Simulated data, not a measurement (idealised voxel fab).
process module | voxel wiring stack
cross-section cut | 270 nm wide | cells 5 nm
A cross-section is a grid of square cells, given in bands from the top down. A band is one or more rows of cells.
Each band's line starts with the height of the band's top and of its bottom, in nm. Then come its materials from left to right, each with its width in nm. One material with "throughout" fills the band from edge to edge. "air" is empty space.
Height 0 is the level under which the wafer as received is all one material. The lowest band goes on downwards, as in "0 down".
A width such as "30 to 40" changes by the same amount from each row of cells to the next, from the band's top row to its bottom row.
"no change" after a step means that no cell of the cross-section changed.
closed voids: empty space of 8 cells or more with no open way to the top, each as width x height at its distance from the left edge, in nm
after a step's settings: what the simulator itself notes on the step
overlay nm, on a step with a mask: how far to the right of its planned place the mask lay; to the left if negative
plan
1 op RECEIVE | material Si
2 op CONFORMAL_DEP | material SiO2 | thk nm 15
3 op CONFORMAL_DEP | material SiN | thk nm 5
4 op DIRECTIONAL_DEP | material SiO2 | thk nm 20
5 op DIRECTIONAL_DEP | material aC | thk nm 10
6 op PATTERN | tone open | mask id METAL_1 | material resist | width nm 30 | pitch nm 55 | thk nm 30 | overlay nm 0
7 op DIRECTIONAL_ETCH | etch materials aC | depth nm 10
8 op STRIP | etch materials resist
9 op DIRECTIONAL_ETCH | etch materials SiO2 | depth nm 20
10 op DIRECTIONAL_ETCH | etch materials SiN | depth nm 5
11 op STRIP | etch materials aC
12 op CONFORMAL_DEP | material TiN | thk nm 5
13 op FILL_DEP | material Cu | thk nm 10
14 op CMP | height nm 40
15 op CONFORMAL_DEP | material SiCN | thk nm 5
16 op DIRECTIONAL_DEP | material lowk | thk nm 25
17 op PATTERN | tone open | mask id METAL_2 | material resist | width nm 30 | pitch nm 55 | thk nm 15 | overlay nm 0
18 op DIRECTIONAL_ETCH | etch materials lowk | depth nm 15
19 op STRIP | etch materials resist
20 op PATTERN | tone open | mask id METAL_2_HOLES | material resist | width nm 15 | pitch nm 110 | thk nm 15 | overlay nm 0
21 op DIRECTIONAL_ETCH | etch materials lowk | depth nm 10
22 op DIRECTIONAL_ETCH | etch materials SiCN | depth nm 5
23 op STRIP | etch materials resist
24 op CONFORMAL_DEP | material TiN | thk nm 5
25 op FILL_DEP | material Ru | thk nm 10
26 op CMP | height nm 70
27 op CONFORMAL_DEP | material SiN | thk nm 5
as received, after step 1
  0 down: Si throughout
  closed voids: none
first wafer at the end, as planned
  75 to 70: SiN throughout
  70 to 60: lowk 65 | TiN 5 | Ru 20 | TiN 5 | lowk 25 | TiN 5 | Ru 20 | TiN 5 | lowk 25 | TiN 5 | Ru 20 | TiN 5 | lowk 65
  60 to 55: lowk 65 | TiN 5 | Ru 5 | TiN 20 | lowk 25 | TiN 30 | lowk 25 | TiN 5 | Ru 5 | TiN 20 | lowk 65
  55 to 45: lowk 65 | TiN 5 | Ru 5 | TiN 5 | lowk 95 | TiN 5 | Ru 5 | TiN 5 | lowk 80
  45 to 40: SiCN 65 | TiN 15 | SiCN 95 | TiN 15 | SiCN 80
  40 to 20: SiO2 65 | TiN 5 | Cu 20 | TiN 5 | SiO2 25 | TiN 5 | Cu 20 | TiN 5 | SiO2 25 | TiN 5 | Cu 20 | TiN 5 | SiO2 65
  20 to 15: SiN 65 | TiN 30 | SiN 25 | TiN 30 | SiN 25 | TiN 30 | SiN 65
  15 to 0: SiO2 throughout
  0 down: Si throughout
  closed voids: none
second wafer at the end: like start, like plan, one mistake
  75 to 70: SiN throughout
  70 to 60: Ru 75 to 60 | TiN 5 to 20 | lowk 15 | TiN 5 | Ru 15 | TiN 5 | lowk 30 | TiN 5 | Ru 30 to 15 | TiN 5 to 20 | lowk 15 | TiN 5 | Ru 60
  60 to 55: TiN 65 | lowk 30 | TiN 25 | lowk 30 | TiN 25 | lowk 30 | TiN 65
  55 to 45: lowk throughout
  45 to 40: SiCN throughout
  40 to 20: SiO2 65 | TiN 5 | Cu 20 | TiN 5 | SiO2 25 | TiN 5 | Cu 20 | TiN 5 | SiO2 25 | TiN 5 | Cu 20 | TiN 5 | SiO2 65
  20 to 15: SiN 65 | TiN 30 | SiN 25 | TiN 30 | SiN 25 | TiN 30 | SiN 65
  15 to 0: SiO2 throughout
  0 down: Si throughout
  closed voids: none
what went wrong: step 17 ran as: op PATTERN | tone cover | mask id METAL_2 | material resist | width nm 30 | pitch nm 55 | thk nm 15 | overlay nm 0
at the end the second wafer has, in cells: 36 more of Ru | 6 more of SiCN | 12 more of TiN | 54 fewer of lowk
